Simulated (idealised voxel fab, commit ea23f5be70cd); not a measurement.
Process module in this document: voxel gate over fins
The figure presents cross-section cut, which has a width of 165 nm and is divided into square cells with an edge length of 5 nm.
Each cross-section below is a grid of square cells, stated as bands in top-down order, with one or more rows of cells making up each band.
Each band's line starts with the height of the band's top and of its bottom, in nm. Then come its materials from left to right, each with its width in nm. One material with "full width" fills the band from edge to edge. "blank" is empty space.
Heads up on the height convention: 0 is the point under which the incoming wafer is all one material, and the lowest band has no bottom, it just keeps going down, like "0 nm and below".
A width such as "30..40" changes by the same amount from each row of cells to the next, from the band's top row to its bottom row.
It should be understood that the words "nothing altered", when stated for a given step, signify that the cross-section underwent no change in any of its cells during that step.
"Listed closed voids" enumerates empty spaces isolated from the top, with no open way to it, that contain at least 8 cells, giving each as width x height at distance from the left edge, all three in nm.
Heads up: the bit after the settings on a step's line is the simulator's remark on that step.
When a step includes a mask, the "overlay nm" setting on its line states how far to the right of its planned place that mask lay, and negative values state how far to the left.
Read the rest as pairs. Take the cross-section before one process step, then the cross-section after it, which shows only down to the lowest band that changed. Under the pair, find the step between them and its settings. Bear in mind that pairs may come from different runs of this module on the same starting wafer: link a pair to the pair above it only where its entry headed "Pre-step section" says to.
Pre-step section:
0 nm and below | Si full width
Listed closed voids: none
Cut View, Post-Step:
5 nm to 0 nm | SiN full width
Nothing below the height 0 has changed.
Listed closed voids: none
Which step turns the before cross-section above into the after cross-section? CONFORMAL_DEP, material SiN, thk nm 5
Pre-step section: per the after cross-section of the pair just above.
Cut View, Post-Step:
5 nm to 0 nm | 30 of blank | 15 of SiN | 30 of blank | 15 of SiN | 30 of blank | 15 of SiN | 30 of blank
Nothing below the height 0 has changed.
Listed closed voids: none
Which step turns the before cross-section above into the after cross-section? MASKED_ETCH, tone cover, mask id FINS, width nm 15, pitch nm 45, etch materials SiN, depth nm 5, overlay nm 0
Pre-step section: per the after cross-section of the pair just above.
Cut View, Post-Step:
5 nm to 0 nm | 30 of blank | 15 of SiN | 30 of blank | 15 of SiN | 30 of blank | 15 of SiN | 30 of blank
0 nm to -30 nm | 30 of blank | 15 of Si | 30 of blank | 15 of Si | 30 of blank | 15 of Si | 30 of blank
Nothing below the height -30 has changed.
Listed closed voids: none
Which step turns the before cross-section above into the after cross-section? MASKED_ETCH, tone cover, mask id FINS, width nm 15, pitch nm 45, etch materials Si, depth nm 30, overlay nm 0
Pre-step section: per the after cross-section of the pair just above.
Cut View, Post-Step:
5 nm to 0 nm | 30 of blank | 15 of SiN | 30 of blank | 15 of SiN | 30 of blank | 15 of SiN | 30 of blank
0 nm to -30 nm | 30 of blank | 5 of SiO2 | 5 of Si | 5 of SiO2 | 30 of blank | 5 of SiO2 | 5 of Si | 5 of SiO2 | 30 of blank | 5 of SiO2 | 5 of Si | 5 of SiO2 | 30 of blank
-30 nm to -35 nm | 35 of SiO2 | 5 of Si | 40 of SiO2 | 5 of Si | 40 of SiO2 | 5 of Si | 35 of SiO2
Nothing below the height -35 has changed.
Listed closed voids: none
Which step turns the before cross-section above into the after cross-section? OXIDIZE, depth nm 5
Pre-step section: per the after cross-section of the pair just above.
Cut View, Post-Step:
15 nm to 5 nm | SiO2 full width
5 nm to 0 nm | 30 of SiO2 | 15 of SiN | 30 of SiO2 | 15 of SiN | 30 of SiO2 | 15 of SiN | 30 of SiO2
0 nm to -35 nm | 35 of SiO2 | 5 of Si | 40 of SiO2 | 5 of Si | 40 of SiO2 | 5 of Si | 35 of SiO2
Nothing below the height -35 has changed.
Listed closed voids: none
Which step turns the before cross-section above into the after cross-section? FILL_DEP, material SiO2, thk nm 10
Pre-step section: per the after cross-section of the pair just above.
Cut View, Post-Step:
5 nm to 0 nm | 30 of SiO2 | 15 of SiN | 30 of SiO2 | 15 of SiN | 30 of SiO2 | 15 of SiN | 30 of SiO2
Nothing below the height 0 has changed.
Listed closed voids: none
Which step turns the before cross-section above into the after cross-section? CMP, height nm 5
Pre-step section: per the after cross-section of the pair just above.
Cut View, Post-Step:
5 nm to 0 nm | 30 of blank | 15 of SiN | 30 of blank | 15 of SiN | 30 of blank | 15 of SiN | 30 of blank
0 nm to -15 nm | 35 of blank | 5 of Si | 40 of blank | 5 of Si | 40 of blank | 5 of Si | 35 of blank
Nothing below the height -15 has changed.
Listed closed voids: none
Which step turns the before cross-section above into the after cross-section? SELECTIVE_ETCH, etch materials SiO2, depth nm 20
Pre-step section: per the after cross-section of the pair just above.
Cut View, Post-Step:
0 nm to -15 nm | 35 of blank | 5 of Si | 40 of blank | 5 of Si | 40 of blank | 5 of Si | 35 of blank
Nothing below the height -15 has changed.
Listed closed voids: none
Which step turns the before cross-section above into the after cross-section? STRIP, etch materials SiN
Pre-step section: per the after cross-section of the pair just above.
Cut View, Post-Step:
5 nm to 0 nm | 30 of blank | 15 of HfO2 | 30 of blank | 15 of HfO2 | 30 of blank | 15 of HfO2 | 30 of blank
0 nm to -10 nm | 30 of blank | 5 of HfO2 | 5 of Si | 5 of HfO2 | 30 of blank | 5 of HfO2 | 5 of Si | 5 of HfO2 | 30 of blank | 5 of HfO2 | 5 of Si | 5 of HfO2 | 30 of blank
-10 nm to -15 nm | 35 of HfO2 | 5 of Si | 40 of HfO2 | 5 of Si | 40 of HfO2 | 5 of Si | 35 of HfO2
Nothing below the height -15 has changed.
Listed closed voids: none
Which step turns the before cross-section above into the after cross-section? CONFORMAL_DEP, material HfO2, thk nm 5
Pre-step section: per the after cross-section of the pair just above.
Cut View, Post-Step:
10 nm to 5 nm | 25 of blank | 25 of TiN | 20 of blank | 25 of TiN | 20 of blank | 25 of TiN | 25 of blank
5 nm to 0 nm | 25 of blank | 5 of TiN | 15 of HfO2 | 5 of TiN | 20 of blank | 5 of TiN | 15 of HfO2 | 5 of TiN | 20 of blank | 5 of TiN | 15 of HfO2 | 5 of TiN | 25 of blank
0 nm to -5 nm | 25 of blank | 5 of TiN | 5 of HfO2 | 5 of Si | 5 of HfO2 | 5 of TiN | 20 of blank | 5 of TiN | 5 of HfO2 | 5 of Si | 5 of HfO2 | 5 of TiN | 20 of blank | 5 of TiN | 5 of HfO2 | 5 of Si | 5 of HfO2 | 5 of TiN | 25 of blank
-5 nm to -10 nm | 30 of TiN | 5 of HfO2 | 5 of Si | 5 of HfO2 | 30 of TiN | 5 of HfO2 | 5 of Si | 5 of HfO2 | 30 of TiN | 5 of HfO2 | 5 of Si | 5 of HfO2 | 30 of TiN
Nothing below the height -10 has changed.
Listed closed voids: none
Which step turns the before cross-section above into the after cross-section? CONFORMAL_DEP, material TiN, thk nm 5
Pre-step section: per the after cross-section of the pair just above.
Cut View, Post-Step:
25 nm to 10 nm | W full width
10 nm to 5 nm | 25 of W | 25 of TiN | 20 of W | 25 of TiN | 20 of W | 25 of TiN | 25 of W
5 nm to 0 nm | 25 of W | 5 of TiN | 15 of HfO2 | 5 of TiN | 20 of W | 5 of TiN | 15 of HfO2 | 5 of TiN | 20 of W | 5 of TiN | 15 of HfO2 | 5 of TiN | 25 of W
0 nm to -5 nm | 25 of W | 5 of TiN | 5 of HfO2 | 5 of Si | 5 of HfO2 | 5 of TiN | 20 of W | 5 of TiN | 5 of HfO2 | 5 of Si | 5 of HfO2 | 5 of TiN | 20 of W | 5 of TiN | 5 of HfO2 | 5 of Si | 5 of HfO2 | 5 of TiN | 25 of W
Nothing below the height -5 has changed.
Listed closed voids: none
Which step turns the before cross-section above into the after cross-section? FILL_DEP, material W, thk nm 15
Pre-step section: per the after cross-section of the pair just above.
Cut View, Post-Step:
20 nm to 10 nm | W full width
Nothing below the height 10 has changed.
Listed closed voids: none
Which step turns the before cross-section above into the after cross-section? CMP, height nm 20
Pre-step section: per the after cross-section of the pair just above.
Cut View, Post-Step:
30 nm to 20 nm | SiN full width
Nothing below the height 20 has changed.
Listed closed voids: none
Which step turns the before cross-section above into the after cross-section? CONFORMAL_DEP, material SiN, thk nm 10
Pre-step section:
0 nm to -15 nm | 35 of blank | 5 of Si | 40 of blank | 5 of Si | 40 of blank | 5 of Si | 35 of blank
-15 nm to -35 nm | 35 of SiO2 | 5 of Si | 40 of SiO2 | 5 of Si | 40 of SiO2 | 5 of Si | 35 of SiO2
-35 nm and below | Si full width
Listed closed voids: none
Cut View, Post-Step:
5 nm to 0 nm | 30 of blank | 15 of TiN | 30 of blank | 15 of TiN | 30 of blank | 15 of TiN | 30 of blank
0 nm to -10 nm | 30 of blank | 5 of TiN | 5 of Si | 5 of TiN | 30 of blank | 5 of TiN | 5 of Si | 5 of TiN | 30 of blank | 5 of TiN | 5 of Si | 5 of TiN | 30 of blank
-10 nm to -15 nm | 35 of TiN | 5 of Si | 40 of TiN | 5 of Si | 40 of TiN | 5 of Si | 35 of TiN
Nothing below the height -15 has changed.
Listed closed voids: none
Which step turns the before cross-section above into the after cross-section? CONFORMAL_DEP, material TiN, thk nm 5
Pre-step section: per the after cross-section of the pair just above.
Cut View, Post-Step:
20 nm to 5 nm | W full width
5 nm to 0 nm | 30 of W | 15 of TiN | 30 of W | 15 of TiN | 30 of W | 15 of TiN | 30 of W
0 nm to -10 nm | 30 of W | 5 of TiN | 5 of Si | 5 of TiN | 30 of W | 5 of TiN | 5 of Si | 5 of TiN | 30 of W | 5 of TiN | 5 of Si | 5 of TiN | 30 of W
Nothing below the height -10 has changed.
Listed closed voids: none
Which step turns the before cross-section above into the after cross-section? FILL_DEP, material W, thk nm 15
Pre-step section: per the after cross-section of the pair just above.
Cut View, Post-Step:
30 nm to 20 nm | SiN full width
Nothing below the height 20 has changed.
Listed closed voids: none
Which step turns the before cross-section above into the after cross-section? CONFORMAL_DEP, material SiN, thk nm 10
Pre-step section:
5 nm to 0 nm | 30 of blank | 15 of SiN | 30 of blank | 15 of SiN | 30 of blank | 15 of SiN | 30 of blank
0 nm to -15 nm | 35 of blank | 5 of Si | 40 of blank | 5 of Si | 40 of blank | 5 of Si | 35 of blank
-15 nm to -35 nm | 35 of SiO2 | 5 of Si | 40 of SiO2 | 5 of Si | 40 of SiO2 | 5 of Si | 35 of SiO2
-35 nm and below | Si full width
Listed closed voids: none
Cut View, Post-Step:
5 nm to 0 nm | 30 of blank | 15 of SiN | 30 of blank | 15 of SiN | 30 of blank | 15 of SiN | 30 of blank
0 nm to -35 nm | 35 of blank | 5 of Si | 40 of blank | 5 of Si | 40 of blank | 5 of Si | 35 of blank
Nothing below the height -35 has changed.
Listed closed voids: none
Which step turns the before cross-section above into the after cross-section? SELECTIVE_ETCH, etch materials SiO2, depth nm 20
Pre-step section: per the after cross-section of the pair just above.
Cut View, Post-Step:
0 nm to -35 nm | 35 of blank | 5 of Si | 40 of blank | 5 of Si | 40 of blank | 5 of Si | 35 of blank
Nothing below the height -35 has changed.
Listed closed voids: none
Which step turns the before cross-section above into the after cross-section? STRIP, etch materials SiN
Pre-step section: per the after cross-section of the pair just above.
Cut View, Post-Step:
5 nm to 0 nm | 30 of blank | 15 of HfO2 | 30 of blank | 15 of HfO2 | 30 of blank | 15 of HfO2 | 30 of blank
0 nm to -30 nm | 30 of blank | 5 of HfO2 | 5 of Si | 5 of HfO2 | 30 of blank | 5 of HfO2 | 5 of Si | 5 of HfO2 | 30 of blank | 5 of HfO2 | 5 of Si | 5 of HfO2 | 30 of blank
-30 nm to -35 nm | 35 of HfO2 | 5 of Si | 40 of HfO2 | 5 of Si | 40 of HfO2 | 5 of Si | 35 of HfO2
Nothing below the height -35 has changed.
Listed closed voids: none
Which step turns the before cross-section above into the after cross-section? CONFORMAL_DEP, material HfO2, thk nm 5
Pre-step section: per the after cross-section of the pair just above.
Cut View, Post-Step:
10 nm to 5 nm | 25 of blank | 25 of TiN | 20 of blank | 25 of TiN | 20 of blank | 25 of TiN | 25 of blank
5 nm to 0 nm | 25 of blank | 5 of TiN | 15 of HfO2 | 5 of TiN | 20 of blank | 5 of TiN | 15 of HfO2 | 5 of TiN | 20 of blank | 5 of TiN | 15 of HfO2 | 5 of TiN | 25 of blank
0 nm to -25 nm | 25 of blank | 5 of TiN | 5 of HfO2 | 5 of Si | 5 of HfO2 | 5 of TiN | 20 of blank | 5 of TiN | 5 of HfO2 | 5 of Si | 5 of HfO2 | 5 of TiN | 20 of blank | 5 of TiN | 5 of HfO2 | 5 of Si | 5 of HfO2 | 5 of TiN | 25 of blank
-25 nm to -30 nm | 30 of TiN | 5 of HfO2 | 5 of Si | 5 of HfO2 | 30 of TiN | 5 of HfO2 | 5 of Si | 5 of HfO2 | 30 of TiN | 5 of HfO2 | 5 of Si | 5 of HfO2 | 30 of TiN
Nothing below the height -30 has changed.
Listed closed voids: none
Which step turns the before cross-section above into the after cross-section? CONFORMAL_DEP, material TiN, thk nm 5
Pre-step section: per the after cross-section of the pair just above.
Cut View, Post-Step:
25 nm to 10 nm | W full width
10 nm to 5 nm | 25 of W | 25 of TiN | 20 of W | 25 of TiN | 20 of W | 25 of TiN | 25 of W
5 nm to 0 nm | 25 of W | 5 of TiN | 15 of HfO2 | 5 of TiN | 20 of W | 5 of TiN | 15 of HfO2 | 5 of TiN | 20 of W | 5 of TiN | 15 of HfO2 | 5 of TiN | 25 of W
0 nm to -25 nm | 25 of W | 5 of TiN | 5 of HfO2 | 5 of Si | 5 of HfO2 | 5 of TiN | 20 of W | 5 of TiN | 5 of HfO2 | 5 of Si | 5 of HfO2 | 5 of TiN | 20 of W | 5 of TiN | 5 of HfO2 | 5 of Si | 5 of HfO2 | 5 of TiN | 25 of W
Nothing below the height -25 has changed.
Listed closed voids: none
Which step turns the before cross-section above into the after cross-section? FILL_DEP, material W, thk nm 15
Pre-step section: per the after cross-section of the pair just above.
Cut View, Post-Step:
20 nm to 10 nm | W full width
Nothing below the height 10 has changed.
Listed closed voids: none
Which step turns the before cross-section above into the after cross-section? CMP, height nm 20
Pre-step section: per the after cross-section of the pair just above.
Cut View, Post-Step:
30 nm to 20 nm | SiN full width
Nothing below the height 20 has changed.
Listed closed voids: none
Which step turns the before cross-section above into the after cross-section? CONFORMAL_DEP, material SiN, thk nm 10
Pre-step section:
5 nm to 0 nm | 30 of blank | 15 of TiN | 30 of blank | 15 of TiN | 30 of blank | 15 of TiN | 30 of blank
0 nm to -10 nm | 30 of blank | 5 of TiN | 5 of Si | 5 of TiN | 30 of blank | 5 of TiN | 5 of Si | 5 of TiN | 30 of blank | 5 of TiN | 5 of Si | 5 of TiN | 30 of blank
-10 nm to -15 nm | 35 of TiN | 5 of Si | 40 of TiN | 5 of Si | 40 of TiN | 5 of Si | 35 of TiN
-15 nm to -35 nm | 35 of SiO2 | 5 of Si | 40 of SiO2 | 5 of Si | 40 of SiO2 | 5 of Si | 35 of SiO2
-35 nm and below | Si full width
Listed closed voids: none
Cut View, Post-Step:
10 nm to 5 nm | 25 of blank | 25 of HfO2 | 20 of blank | 25 of HfO2 | 20 of blank | 25 of HfO2 | 25 of blank
5 nm to 0 nm | 25 of blank | 5 of HfO2 | 15 of TiN | 5 of HfO2 | 20 of blank | 5 of HfO2 | 15 of TiN | 5 of HfO2 | 20 of blank | 5 of HfO2 | 15 of TiN | 5 of HfO2 | 25 of blank
0 nm to -5 nm | 25 of blank | 5 of HfO2 | 5 of TiN | 5 of Si | 5 of TiN | 5 of HfO2 | 20 of blank | 5 of HfO2 | 5 of TiN | 5 of Si | 5 of TiN | 5 of HfO2 | 20 of blank | 5 of HfO2 | 5 of TiN | 5 of Si | 5 of TiN | 5 of HfO2 | 25 of blank
-5 nm to -10 nm | 30 of HfO2 | 5 of TiN | 5 of Si | 5 of TiN | 30 of HfO2 | 5 of TiN | 5 of Si | 5 of TiN | 30 of HfO2 | 5 of TiN | 5 of Si | 5 of TiN | 30 of HfO2
Nothing below the height -10 has changed.
Listed closed voids: none
Which step turns the before cross-section above into the after cross-section? CONFORMAL_DEP, material HfO2, thk nm 5
Pre-step section: per the after cross-section of the pair just above.
Cut View, Post-Step:
25 nm to 10 nm | W full width
10 nm to 5 nm | 25 of W | 25 of HfO2 | 20 of W | 25 of HfO2 | 20 of W | 25 of HfO2 | 25 of W
5 nm to 0 nm | 25 of W | 5 of HfO2 | 15 of TiN | 5 of HfO2 | 20 of W | 5 of HfO2 | 15 of TiN | 5 of HfO2 | 20 of W | 5 of HfO2 | 15 of TiN | 5 of HfO2 | 25 of W
0 nm to -5 nm | 25 of W | 5 of HfO2 | 5 of TiN | 5 of Si | 5 of TiN | 5 of HfO2 | 20 of W | 5 of HfO2 | 5 of TiN | 5 of Si | 5 of TiN | 5 of HfO2 | 20 of W | 5 of HfO2 | 5 of TiN | 5 of Si | 5 of TiN | 5 of HfO2 | 25 of W
Nothing below the height -5 has changed.
Listed closed voids: none
Which step turns the before cross-section above into the after cross-section? FILL_DEP, material W, thk nm 15
Pre-step section: per the after cross-section of the pair just above.
Cut View, Post-Step:
20 nm to 10 nm | W full width
Nothing below the height 10 has changed.
Listed closed voids: none
Which step turns the before cross-section above into the after cross-section? CMP, height nm 20
Pre-step section: per the after cross-section of the pair just above.
Cut View, Post-Step:
30 nm to 20 nm | SiN full width
Nothing below the height 20 has changed.
Listed closed voids: none
Which step turns the before cross-section above into the after cross-section? CONFORMAL_DEP, material SiN, thk nm 10
Pre-step section:
5 nm to 0 nm | 30 of blank | 15 of SiN | 30 of blank | 15 of SiN | 30 of blank | 15 of SiN | 30 of blank
0 nm and below | Si full width
Listed closed voids: none
Cut View, Post-Step:
5 nm to 0 nm | 30 of blank | 15 of SiN | 30 of blank | 15 of SiN | 30 of blank | 15 of SiN | 30 of blank
0 nm to -35 nm | 30 of blank | 15 of Si | 30 of blank | 15 of Si | 30 of blank | 15 of Si | 30 of blank
Nothing below the height -35 has changed.
Listed closed voids: none
Which step turns the before cross-section above into the after cross-section? MASKED_ETCH, tone cover, mask id FINS, width nm 15, pitch nm 45, etch materials Si, depth nm 35, overlay nm 0
Pre-step section: per the after cross-section of the pair just above.
Cut View, Post-Step:
5 nm to 0 nm | 30 of blank | 15 of SiN | 30 of blank | 15 of SiN | 30 of blank | 15 of SiN | 30 of blank
0 nm to -35 nm | 30 of blank | 5 of SiO2 | 5 of Si | 5 of SiO2 | 30 of blank | 5 of SiO2 | 5 of Si | 5 of SiO2 | 30 of blank | 5 of SiO2 | 5 of Si | 5 of SiO2 | 30 of blank
-35 nm to -40 nm | 35 of SiO2 | 5 of Si | 40 of SiO2 | 5 of Si | 40 of SiO2 | 5 of Si | 35 of SiO2
Nothing below the height -40 has changed.
Listed closed voids: none
Which step turns the before cross-section above into the after cross-section? OXIDIZE, depth nm 5
Pre-step section: per the after cross-section of the pair just above.
Cut View, Post-Step:
15 nm to 5 nm | SiO2 full width
5 nm to 0 nm | 30 of SiO2 | 15 of SiN | 30 of SiO2 | 15 of SiN | 30 of SiO2 | 15 of SiN | 30 of SiO2
0 nm to -40 nm | 35 of SiO2 | 5 of Si | 40 of SiO2 | 5 of Si | 40 of SiO2 | 5 of Si | 35 of SiO2
Nothing below the height -40 has changed.
Listed closed voids: none
Which step turns the before cross-section above into the after cross-section? FILL_DEP, material SiO2, thk nm 10
Pre-step section: per the after cross-section of the pair just above.
Cut View, Post-Step:
5 nm to 0 nm | 30 of SiO2 | 15 of SiN | 30 of SiO2 | 15 of SiN | 30 of SiO2 | 15 of SiN | 30 of SiO2
Nothing below the height 0 has changed.
Listed closed voids: none
Which step turns the before cross-section above into the after cross-section? CMP, height nm 5
Pre-step section: per the after cross-section of the pair just above.
Cut View, Post-Step:
5 nm to 0 nm | 30 of blank | 15 of SiN | 30 of blank | 15 of SiN | 30 of blank | 15 of SiN | 30 of blank
0 nm to -15 nm | 35 of blank | 5 of Si | 40 of blank | 5 of Si | 40 of blank | 5 of Si | 35 of blank
Nothing below the height -15 has changed.
Listed closed voids: none
Which step turns the before cross-section above into the after cross-section? SELECTIVE_ETCH, etch materials SiO2, depth nm 20
Pre-step section: per the after cross-section of the pair just above.
Cut View, Post-Step:
0 nm to -15 nm | 35 of blank | 5 of Si | 40 of blank | 5 of Si | 40 of blank | 5 of Si | 35 of blank
Nothing below the height -15 has changed.
Listed closed voids: none
Which step turns the before cross-section above into the after cross-section? STRIP, etch materials SiN
Pre-step section: per the after cross-section of the pair just above.
Cut View, Post-Step:
5 nm to 0 nm | 30 of blank | 15 of HfO2 | 30 of blank | 15 of HfO2 | 30 of blank | 15 of HfO2 | 30 of blank
0 nm to -10 nm | 30 of blank | 5 of HfO2 | 5 of Si | 5 of HfO2 | 30 of blank | 5 of HfO2 | 5 of Si | 5 of HfO2 | 30 of blank | 5 of HfO2 | 5 of Si | 5 of HfO2 | 30 of blank
-10 nm to -15 nm | 35 of HfO2 | 5 of Si | 40 of HfO2 | 5 of Si | 40 of HfO2 | 5 of Si | 35 of HfO2
Nothing below the height -15 has changed.
Listed closed voids: none
Which step turns the before cross-section above into the after cross-section? CONFORMAL_DEP, material HfO2, thk nm 5
Pre-step section: per the after cross-section of the pair just above.
Cut View, Post-Step:
10 nm to 5 nm | 25 of blank | 25 of TiN | 20 of blank | 25 of TiN | 20 of blank | 25 of TiN | 25 of blank
5 nm to 0 nm | 25 of blank | 5 of TiN | 15 of HfO2 | 5 of TiN | 20 of blank | 5 of TiN | 15 of HfO2 | 5 of TiN | 20 of blank | 5 of TiN | 15 of HfO2 | 5 of TiN | 25 of blank
0 nm to -5 nm | 25 of blank | 5 of TiN | 5 of HfO2 | 5 of Si | 5 of HfO2 | 5 of TiN | 20 of blank | 5 of TiN | 5 of HfO2 | 5 of Si | 5 of HfO2 | 5 of TiN | 20 of blank | 5 of TiN | 5 of HfO2 | 5 of Si | 5 of HfO2 | 5 of TiN | 25 of blank
-5 nm to -10 nm | 30 of TiN | 5 of HfO2 | 5 of Si | 5 of HfO2 | 30 of TiN | 5 of HfO2 | 5 of Si | 5 of HfO2 | 30 of TiN | 5 of HfO2 | 5 of Si | 5 of HfO2 | 30 of TiN
Nothing below the height -10 has changed.
Listed closed voids: none
Which step turns the before cross-section above into the after cross-section? CONFORMAL_DEP, material TiN, thk nm 5
Pre-step section: per the after cross-section of the pair just above.
Cut View, Post-Step:
25 nm to 10 nm | W full width
10 nm to 5 nm | 25 of W | 25 of TiN | 20 of W | 25 of TiN | 20 of W | 25 of TiN | 25 of W
5 nm to 0 nm | 25 of W | 5 of TiN | 15 of HfO2 | 5 of TiN | 20 of W | 5 of TiN | 15 of HfO2 | 5 of TiN | 20 of W | 5 of TiN | 15 of HfO2 | 5 of TiN | 25 of W
0 nm to -5 nm | 25 of W | 5 of TiN | 5 of HfO2 | 5 of Si | 5 of HfO2 | 5 of TiN | 20 of W | 5 of TiN | 5 of HfO2 | 5 of Si | 5 of HfO2 | 5 of TiN | 20 of W | 5 of TiN | 5 of HfO2 | 5 of Si | 5 of HfO2 | 5 of TiN | 25 of W
Nothing below the height -5 has changed.
Listed closed voids: none
Which step turns the before cross-section above into the after cross-section? FILL_DEP, material W, thk nm 15
Pre-step section: per the after cross-section of the pair just above.
Cut View, Post-Step:
20 nm to 10 nm | W full width
Nothing below the height 10 has changed.
Listed closed voids: none
Which step turns the before cross-section above into the after cross-section? CMP, height nm 20
Pre-step section: per the after cross-section of the pair just above.
Cut View, Post-Step:
30 nm to 20 nm | SiN full width
Nothing below the height 20 has changed.
Listed closed voids: none
Which step turns the before cross-section above into the after cross-section? CONFORMAL_DEP, material SiN, thk nm 10
Pre-step section:
5 nm to 0 nm | SiN full width
0 nm and below | Si full width
Listed closed voids: none
Cut View, Post-Step:
5 nm to 0 nm | 30 of blank | 20 of SiN | 25 of blank | 20 of SiN | 25 of blank | 20 of SiN | 25 of blank
Nothing below the height 0 has changed.
Listed closed voids: none
Which step turns the before cross-section above into the after cross-section? MASKED_ETCH, tone cover, mask id FINS, width nm 20, pitch nm 45, etch materials SiN, depth nm 5, overlay nm 0
Pre-step section: per the after cross-section of the pair just above.
Cut View, Post-Step:
5 nm to 0 nm | 30 of blank | 20 of SiN | 25 of blank | 20 of SiN | 25 of blank | 20 of SiN | 25 of blank
0 nm to -30 nm | 30 of blank | 20 of Si | 25 of blank | 20 of Si | 25 of blank | 20 of Si | 25 of blank
Nothing below the height -30 has changed.
Listed closed voids: none
Which step turns the before cross-section above into the after cross-section? MASKED_ETCH, tone cover, mask id FINS, width nm 15, pitch nm 45, etch materials Si, depth nm 30, overlay nm 0
Pre-step section: per the after cross-section of the pair just above.
Cut View, Post-Step:
5 nm to 0 nm | 30 of blank | 20 of SiN | 25 of blank | 20 of SiN | 25 of blank | 20 of SiN | 25 of blank
0 nm to -30 nm | 30 of blank | 5 of SiO2 | 10 of Si | 5 of SiO2 | 25 of blank | 5 of SiO2 | 10 of Si | 5 of SiO2 | 25 of blank | 5 of SiO2 | 10 of Si | 5 of SiO2 | 25 of blank
-30 nm to -35 nm | 35 of SiO2 | 10 of Si | 35 of SiO2 | 10 of Si | 35 of SiO2 | 10 of Si | 30 of SiO2
Nothing below the height -35 has changed.
Listed closed voids: none
Which step turns the before cross-section above into the after cross-section? OXIDIZE, depth nm 5
Pre-step section: per the after cross-section of the pair just above.
Cut View, Post-Step:
15 nm to 5 nm | SiO2 full width
5 nm to 0 nm | 30 of SiO2 | 20 of SiN | 25 of SiO2 | 20 of SiN | 25 of SiO2 | 20 of SiN | 25 of SiO2
0 nm to -35 nm | 35 of SiO2 | 10 of Si | 35 of SiO2 | 10 of Si | 35 of SiO2 | 10 of Si | 30 of SiO2
Nothing below the height -35 has changed.
Listed closed voids: none
Which step turns the before cross-section above into the after cross-section? FILL_DEP, material SiO2, thk nm 10
Pre-step section: per the after cross-section of the pair just above.
Cut View, Post-Step:
5 nm to 0 nm | 30 of SiO2 | 20 of SiN | 25 of SiO2 | 20 of SiN | 25 of SiO2 | 20 of SiN | 25 of SiO2
Nothing below the height 0 has changed.
Listed closed voids: none
Which step turns the before cross-section above into the after cross-section? CMP, height nm 5
Pre-step section: per the after cross-section of the pair just above.
Cut View, Post-Step:
5 nm to 0 nm | 30 of blank | 20 of SiN | 25 of blank | 20 of SiN | 25 of blank | 20 of SiN | 25 of blank
0 nm to -15 nm | 35 of blank | 10 of Si | 35 of blank | 10 of Si | 35 of blank | 10 of Si | 30 of blank
Nothing below the height -15 has changed.
Listed closed voids: none
Which step turns the before cross-section above into the after cross-section? SELECTIVE_ETCH, etch materials SiO2, depth nm 20
Pre-step section: per the after cross-section of the pair just above.
Cut View, Post-Step:
0 nm to -15 nm | 35 of blank | 10 of Si | 35 of blank | 10 of Si | 35 of blank | 10 of Si | 30 of blank
Nothing below the height -15 has changed.
Listed closed voids: none
Which step turns the before cross-section above into the after cross-section? STRIP, etch materials SiN
Pre-step section: per the after cross-section of the pair just above.
Cut View, Post-Step:
5 nm to 0 nm | 30 of blank | 20 of HfO2 | 25 of blank | 20 of HfO2 | 25 of blank | 20 of HfO2 | 25 of blank
0 nm to -10 nm | 30 of blank | 5 of HfO2 | 10 of Si | 5 of HfO2 | 25 of blank | 5 of HfO2 | 10 of Si | 5 of HfO2 | 25 of blank | 5 of HfO2 | 10 of Si | 5 of HfO2 | 25 of blank
-10 nm to -15 nm | 35 of HfO2 | 10 of Si | 35 of HfO2 | 10 of Si | 35 of HfO2 | 10 of Si | 30 of HfO2
Nothing below the height -15 has changed.
Listed closed voids: none
Which step turns the before cross-section above into the after cross-section? CONFORMAL_DEP, material HfO2, thk nm 5
Pre-step section: per the after cross-section of the pair just above.
Cut View, Post-Step:
10 nm to 5 nm | 25 of blank | 30 of TiN | 15 of blank | 30 of TiN | 15 of blank | 30 of TiN | 20 of blank
5 nm to 0 nm | 25 of blank | 5 of TiN | 20 of HfO2 | 5 of TiN | 15 of blank | 5 of TiN | 20 of HfO2 | 5 of TiN | 15 of blank | 5 of TiN | 20 of HfO2 | 5 of TiN | 20 of blank
0 nm to -5 nm | 25 of blank | 5 of TiN | 5 of HfO2 | 10 of Si | 5 of HfO2 | 5 of TiN | 15 of blank | 5 of TiN | 5 of HfO2 | 10 of Si | 5 of HfO2 | 5 of TiN | 15 of blank | 5 of TiN | 5 of HfO2 | 10 of Si | 5 of HfO2 | 5 of TiN | 20 of blank
-5 nm to -10 nm | 30 of TiN | 5 of HfO2 | 10 of Si | 5 of HfO2 | 25 of TiN | 5 of HfO2 | 10 of Si | 5 of HfO2 | 25 of TiN | 5 of HfO2 | 10 of Si | 5 of HfO2 | 25 of TiN
Nothing below the height -10 has changed.
Listed closed voids: none
Which step turns the before cross-section above into the after cross-section? CONFORMAL_DEP, material TiN, thk nm 5
Pre-step section: per the after cross-section of the pair just above.
Cut View, Post-Step:
25 nm to 10 nm | W full width
10 nm to 5 nm | 25 of W | 30 of TiN | 15 of W | 30 of TiN | 15 of W | 30 of TiN | 20 of W
5 nm to 0 nm | 25 of W | 5 of TiN | 20 of HfO2 | 5 of TiN | 15 of W | 5 of TiN | 20 of HfO2 | 5 of TiN | 15 of W | 5 of TiN | 20 of HfO2 | 5 of TiN | 20 of W
0 nm to -5 nm | 25 of W | 5 of TiN | 5 of HfO2 | 10 of Si | 5 of HfO2 | 5 of TiN | 15 of W | 5 of TiN | 5 of HfO2 | 10 of Si | 5 of HfO2 | 5 of TiN | 15 of W | 5 of TiN | 5 of HfO2 | 10 of Si | 5 of HfO2 | 5 of TiN | 20 of W
Nothing below the height -5 has changed.
Listed closed voids: none
Which step turns the before cross-section above into the after cross-section? FILL_DEP, material W, thk nm 15
Pre-step section: per the after cross-section of the pair just above.
Cut View, Post-Step:
20 nm to 10 nm | W full width
Nothing below the height 10 has changed.
Listed closed voids: none
Which step turns the before cross-section above into the after cross-section? CMP, height nm 20
Pre-step section: per the after cross-section of the pair just above.
Cut View, Post-Step:
30 nm to 20 nm | SiN full width
Nothing below the height 20 has changed.
Listed closed voids: none
Which step turns the before cross-section above into the after cross-section? CONFORMAL_DEP, material SiN, thk nm 10
Pre-step section:
5 nm to 0 nm | SiN full width
0 nm and below | Si full width
Listed closed voids: none
Cut View, Post-Step:
5 nm to 0 nm | 20 of blank | 15 of SiN | 30 of blank | 15 of SiN | 30 of blank | 15 of SiN | 40 of blank
Nothing below the height 0 has changed.
Listed closed voids: none
Which step turns the before cross-section above into the after cross-section? MASKED_ETCH, tone cover, mask id FINS, width nm 15, pitch nm 45, etch materials SiN, depth nm 5, overlay nm -10
